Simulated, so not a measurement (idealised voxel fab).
process module | voxel capacitor over wiring
Square cell edge 5 nm, section width 155 nm, ID cut.
A cross-section is written here as square cells arranged in a grid, and it is given in bands from the top down, each band taking up one or more rows of cells. Heights first: top, then bottom, in nm. Then materials, left to right, each with a width in nm. "everywhere" on a single material: fills the band edge to edge. "air": empty space. It should be noted that heights are counted from 0, beneath which the wafer as supplied is of one material throughout, and that the lowest band possesses no lower boundary but continues downward, as written in "0 -> down". The width entry "30->40" should be interpreted row by row: the top row of cells in the band takes the first number, the bottom row takes the second number, and the change between adjacent rows is uniform throughout. No cell of the cross-section changed in a step that is given as "all unchanged". Empty spaces without an open route to the top, at least 8 cells in extent, make up the entry "Unvented internal voids"; each is given as width x height at distance, where the distance is measured from the left edge, and all are in nm. Text after the settings on a step's line: the simulator's own remark on that step. If you see "overlay nm" on a step's line and that step has a mask, it's telling you how far right of where it was planned the mask ended up; a negative number means it went left instead.
LISTED BELOW ARE THE PROCESS STEPS AS PLANNED
step 1: RECEIVE,material Si
step 2: CONFORMAL_DEP,material SiO2,thk nm 15
step 3: CONFORMAL_DEP,material SiN,thk nm 5
step 4: DIRECTIONAL_DEP,material SiO2,thk nm 25
step 5: DIRECTIONAL_DEP,material aC,thk nm 15
step 6: PATTERN,tone open,mask id METAL_1,material resist,width nm 30,pitch nm 80,thk nm 35,overlay nm 0
step 7: DIRECTIONAL_ETCH,etch materials aC,depth nm 15
step 8: STRIP,etch materials resist
step 9: DIRECTIONAL_ETCH,etch materials SiO2,depth nm 25
step 10: DIRECTIONAL_ETCH,etch materials SiN,depth nm 5
step 11: STRIP,etch materials aC
step 12: CONFORMAL_DEP,material TiN,thk nm 5
step 13: FILL_DEP,material Ru,thk nm 5
step 14: CMP,height nm 45
step 15: CONFORMAL_DEP,material SiCN,thk nm 5
step 16: DIRECTIONAL_DEP,material lowk,thk nm 15
step 17: MASKED_ETCH,tone open,mask id PLUG_1,width nm 15,etch materials lowk,depth nm 15,overlay nm 0
step 18: MASKED_ETCH,tone open,mask id PLUG_1,width nm 15,etch materials SiCN,depth nm 5,overlay nm 0
step 19: EPI,material Ru,thk nm 10
step 20: EPI,material Ru,thk nm 10
step 21: DIRECTIONAL_DEP,material TiN,thk nm 10
step 22: DIRECTIONAL_DEP,material HfO2,thk nm 5
step 23: DIRECTIONAL_DEP,material TiN,thk nm 10
step 24: DIRECTIONAL_DEP,material aC,thk nm 15
step 25: PATTERN,tone cover,mask id UPPER_PLATE,material resist,width nm 55,thk nm 30,overlay nm 0
step 26: DIRECTIONAL_ETCH,etch materials aC,depth nm 15
step 27: STRIP,etch materials resist
step 28: DIRECTIONAL_ETCH,etch materials TiN,depth nm 10
step 29: DIRECTIONAL_ETCH,etch materials HfO2,depth nm 5
step 30: STRIP,etch materials aC
step 31: DIRECTIONAL_DEP,material aC,thk nm 10
step 32: PATTERN,tone cover,mask id LOWER_PLATE,material resist,width nm 55,thk nm 30,overlay nm 0
step 33: DIRECTIONAL_ETCH,etch materials aC,depth nm 10
step 34: STRIP,etch materials resist
step 35: DIRECTIONAL_ETCH,etch materials TiN,depth nm 10
step 36: STRIP,etch materials aC
step 37: FILL_DEP,material SiO2,thk nm 20
step 38: CMP,height nm 105
step 39: MASKED_ETCH,tone open,mask id PLUG_2,width nm 15,etch materials SiO2,depth nm 15,overlay nm 0
step 40: CONFORMAL_DEP,material TiN,thk nm 5
step 41: FILL_DEP,material Ru,thk nm 10
step 42: CMP,height nm 105
step 43: CONFORMAL_DEP,material SiCN,thk nm 5
Quick note for whoever runs this: the wafers start identical, but the width nm at step 32 isn't the same across them. The plan just shows what the first wafer had.
AFTER STEP 1, AS RECEIVED: FIRST OF SEVERAL WAFERS, CROSS-SECTION
    0 -> down | Si everywhere
    Unvented internal voids: none
HERE'S THE FIRST OF SEVERAL WAFERS IN CROSS-SECTION, END OF THE MODULE, AFTER THE LAST STEP, STEP 43
    110 -> 105 | SiCN everywhere
    105 -> 95 | SiO2=45; TiN=5; Ru=5; TiN=5; SiO2=95
    95 -> 90 | SiO2=45; TiN=15; SiO2=95
    90 -> 80 | SiO2=35; TiN=55; SiO2=65
    80 -> 75 | SiO2=35; HfO2=55; SiO2=65
    75 -> 65 | SiO2=35; TiN=55; SiO2=65
    65 -> 50 | lowk=35; Ru=15; lowk=105
    50 -> 45 | SiCN=35; Ru=15; SiCN=105
    45 -> 20 | SiO2=20; TiN=5; Ru=20; TiN=5; SiO2=50; TiN=5; Ru=20; TiN=5; SiO2=25
    20 -> 15 | SiN=20; TiN=30; SiN=50; TiN=30; SiN=25
    15 -> 0 | SiO2 everywhere
    0 -> down | Si everywhere
    Unvented internal voids: none
LAST WAFER OF THE SET, CROSS-SECTIONED AT END OF MODULE
    110 -> 105 | SiCN everywhere
    105 -> 95 | SiO2=45; TiN=5; Ru=5; TiN=5; SiO2=95
    95 -> 90 | SiO2=45; TiN=15; SiO2=95
    90 -> 80 | SiO2=35; TiN=55; SiO2=65
    80 -> 75 | SiO2=35; HfO2=55; SiO2=65
    75 -> 65 | SiO2=25; TiN=80; SiO2=50
    65 -> 50 | lowk=35; Ru=15; lowk=105
    50 -> 45 | SiCN=35; Ru=15; SiCN=105
    45 -> 20 | SiO2=20; TiN=5; Ru=20; TiN=5; SiO2=50; TiN=5; Ru=20; TiN=5; SiO2=25
    20 -> 15 | SiN=20; TiN=30; SiN=50; TiN=30; SiN=25
    15 -> 0 | SiO2 everywhere
    0 -> down | Si everywhere
    Unvented internal voids: none
PER WAFER (ROW), END OF MODULE: DELTA IN CELLS PER MATERIAL SINCE RECEIPT, (+) FOR GAINED, (-) FOR LOST; CLOSED VOIDS AFTER THAT
width nm 55, +11 HfO2, +54 Ru, +59 SiCN, +19 SiN, +372 SiO2, +83 TiN, +84 lowk, Unvented internal voids: none
width nm 60, +11 HfO2, +54 Ru, +59 SiCN, +19 SiN, +370 SiO2, +85 TiN, +84 lowk, Unvented internal voids: none
width nm 65, +11 HfO2, +54 Ru, +59 SiCN, +19 SiN, +368 SiO2, +87 TiN, +84 lowk, Unvented internal voids: none
width nm 70, +11 HfO2, +54 Ru, +59 SiCN, +19 SiN, +366 SiO2, +89 TiN, +84 lowk, Unvented internal voids: none
width nm 75, +11 HfO2, +54 Ru, +59 SiCN, +19 SiN, +364 SiO2, +91 TiN, +84 lowk, Unvented internal voids: none
width nm 80, +11 HfO2, +54 Ru, +59 SiCN, +19 SiN, +362 SiO2, +93 TiN, +84 lowk, Unvented internal voids: none
